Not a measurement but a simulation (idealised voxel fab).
process module | voxel self aligned contacts
cross-section cut | 280 nm wide | cells 5 nm
A cross-section is a grid of square cells, given in bands from the top down. A band is one or more rows of cells.
Each band's line starts with the height of the band's top and of its bottom, in nm. Then come its materials from left to right, each with its width in nm. One material with "throughout" fills the band from edge to edge. "air" is empty space.
Height 0 is the level under which the wafer as received is all one material. The lowest band goes on downwards, as in "0 down".
A width such as "30 to 40" changes by the same amount from each row of cells to the next, from the band's top row to its bottom row.
"no change" after a step means that no cell of the cross-section changed.
closed voids: empty space of 8 cells or more with no open way to the top, each as width x height at its distance from the left edge, in nm
after a step's settings: what the simulator itself notes on the step
overlay nm, on a step with a mask: how far to the right of its planned place the mask lay; to the left if negative
plan
1 op RECEIVE | material Si
2 op CONFORMAL_DEP | material SiO2 | thk nm 5
3 op DIRECTIONAL_DEP | material polySi | thk nm 25
4 op DIRECTIONAL_DEP | material SiN | thk nm 20
5 op PATTERN | tone cover | mask id GATE | material resist | width nm 30 | pitch nm 55 | thk nm 20 | overlay nm 0
6 op DIRECTIONAL_ETCH | etch materials SiN | depth nm 20
7 op DIRECTIONAL_ETCH | etch materials polySi | depth nm 25
8 op STRIP | etch materials resist
9 op CONFORMAL_DEP | material SiN | thk nm 5
10 op DIRECTIONAL_ETCH | etch materials SiN | depth nm 5
11 op FILL_DEP | material SiO2 | thk nm 10
12 op CMP | height nm 55
13 op PATTERN | tone open | mask id CONTACT | material resist | width nm 35 | pitch nm 55 | thk nm 15 | overlay nm 0
14 op DIRECTIONAL_ETCH | etch materials SiO2 | depth nm 55
15 op STRIP | etch materials resist
16 op CONFORMAL_DEP | material TiN | thk nm 5
17 op FILL_DEP | material W | thk nm 10
18 op CMP | height nm 55
19 op CONFORMAL_DEP | material SiN | thk nm 5
as received, after step 1
  0 down: Si throughout
  closed voids: none
first wafer at the end, as planned
  60 to 55: SiN throughout
  55 to 50: SiO2 95 | TiN 15 | W 5 | TiN 15 | SiO2 20 | TiN 15 | W 5 | TiN 15 | SiO2 95
  50 to 30: SiO2 65 | SiN 40 | TiN 5 | W 5 | TiN 5 | SiN 40 | TiN 5 | W 5 | TiN 5 | SiN 40 | SiO2 65
  30 to 5: SiO2 65 | SiN 5 | polySi 30 | SiN 5 | TiN 5 | W 5 | TiN 5 | SiN 5 | polySi 30 | SiN 5 | TiN 5 | W 5 | TiN 5 | SiN 5 | polySi 30 | SiN 5 | SiO2 65
  5 to 0: SiO2 105 | TiN 15 | SiO2 40 | TiN 15 | SiO2 105
  0 down: Si throughout
  closed voids: none
second wafer at the end: like start, like plan, one mistake
  60 to 55: SiN throughout
  55 to 50: W 60 | TiN 35 | SiO2 35 | TiN 20 | SiO2 35 | TiN 35 | W 60
  50 to 30: W 60 | TiN 5 | SiN 40 | SiO2 15 | SiN 40 | SiO2 15 | SiN 40 | TiN 5 | W 60
  30 to 5: W 60 | TiN 5 | SiN 5 | polySi 30 | SiN 5 | SiO2 15 | SiN 5 | polySi 30 | SiN 5 | SiO2 15 | SiN 5 | polySi 30 | SiN 5 | TiN 5 | W 60
  5 to 0: TiN 65 | SiO2 150 | TiN 65
  0 down: Si throughout
  closed voids: none
what went wrong: step 13 ran as: op PATTERN | tone cover | mask id CONTACT | material resist | width nm 35 | pitch nm 55 | thk nm 15 | overlay nm 0
at the end the second wafer has, in cells: 228 fewer of SiO2 | 8 more of TiN | 220 more of W
